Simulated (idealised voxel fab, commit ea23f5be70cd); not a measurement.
Process module, titled voxel self aligned contacts
The figure presents cross-section cut, which has a width of 300 nm and is divided into square cells with an edge length of 5 nm.
Cross-section spec: square-cell grid; bands listed top down; each band is one or more rows.
The band entry comprises the height of the band's top followed by the height of its bottom, expressed in nm, and subsequently the band's materials from left to right, each stated together with its width in nm. Where a single material is marked with the word "edge to edge", that material fills the band from edge to edge. The word "air" represents empty space.
A quick word on heights: they are counted from 0, and under that level the wafer as it came to us is one material throughout. The lowest band is different from the rest in having no bottom; it simply continues downward, written as in "0..down".
You'd read "30..40" like this: the band's top row of cells is as wide as the first number, its bottom row is as wide as the second, and going down, every row changes width by the same amount as the row before did.
"nothing was modified" (step): cross-section cells unchanged, all of them.
"Tabulated closed voids" lists enclosed empty spaces (at least 8 cells, no open path upward to the top), each as width x height at distance from the left edge, in nm.
Note: text after step settings on the step line = simulator remark on that step.
The "overlay nm" setting may appear on a step's line; for a step that uses a mask, it gives how far to the right of its planned position the mask lay, and a negative value indicates the left.
STEPS PLANNED FOR THE PROCESS
1 RECEIVE | material Si
2 OXIDIZE | depth nm 5
3 DIRECTIONAL_DEP | material polySi | thk nm 20
4 DIRECTIONAL_DEP | material SiN | thk nm 15
5 PATTERN | tone cover | mask id GATE | material resist | width nm 35 | pitch nm 60 | thk nm 20 | overlay nm 0
6 DIRECTIONAL_ETCH | etch materials SiN | depth nm 15
7 DIRECTIONAL_ETCH | etch materials polySi | depth nm 20
8 STRIP | etch materials resist
9 CONFORMAL_DEP | material SiN | thk nm 5
10 DIRECTIONAL_ETCH | etch materials SiN | depth nm 5
11 FILL_DEP | material SiO2 | thk nm 15
12 CMP | height nm 45
13 PATTERN | tone open | mask id CONTACT | material resist | width nm 35 | thk nm 15 | overlay nm 0
14 DIRECTIONAL_ETCH | etch materials SiO2 | depth nm 50
15 STRIP | etch materials resist
16 CONFORMAL_DEP | material TiN | thk nm 5
17 FILL_DEP | material Ru | thk nm 10
18 CMP | height nm 45
19 CONFORMAL_DEP | material SiN | thk nm 5
CROSS-SECTIONAL VIEW OF THE WAFER IN ITS AS-RECEIVED CONDITION, CORRESPONDING TO THE STATE AFTER STEP 1
	0..down = Si edge to edge
	Tabulated closed voids: none
WHAT THE WAFER LOOKS LIKE IN CROSS-SECTION AFTER THIS MODULE, WHEN IT STARTS AS SHOWN ABOVE AND FOLLOWS THE PLAN ABOVE BUT ONE MISTAKE IS MADE IN RUNNING IT
	50..45 = SiN edge to edge
	45..40 = SiO2 95 / SiN 45 / TiN 5 / Ru 5 / TiN 5 / SiN 45 / SiO2 100
	40..25 = SiO2 95 / SiN 5 / polySi 35 / SiN 5 / TiN 5 / Ru 5 / TiN 5 / SiN 5 / polySi 35 / SiN 5 / SiO2 100
	25..20 = SiO2 95 / SiN 5 / polySi 35 / SiN 5 / TiN 15 / SiN 5 / polySi 35 / SiN 5 / SiO2 100
	20..0 = polySi edge to edge
	0..-5 = SiO2 edge to edge
	-5..down = Si edge to edge
	Tabulated closed voids: none
Nonconformance to the process plan: plan step 3 was conducted twice
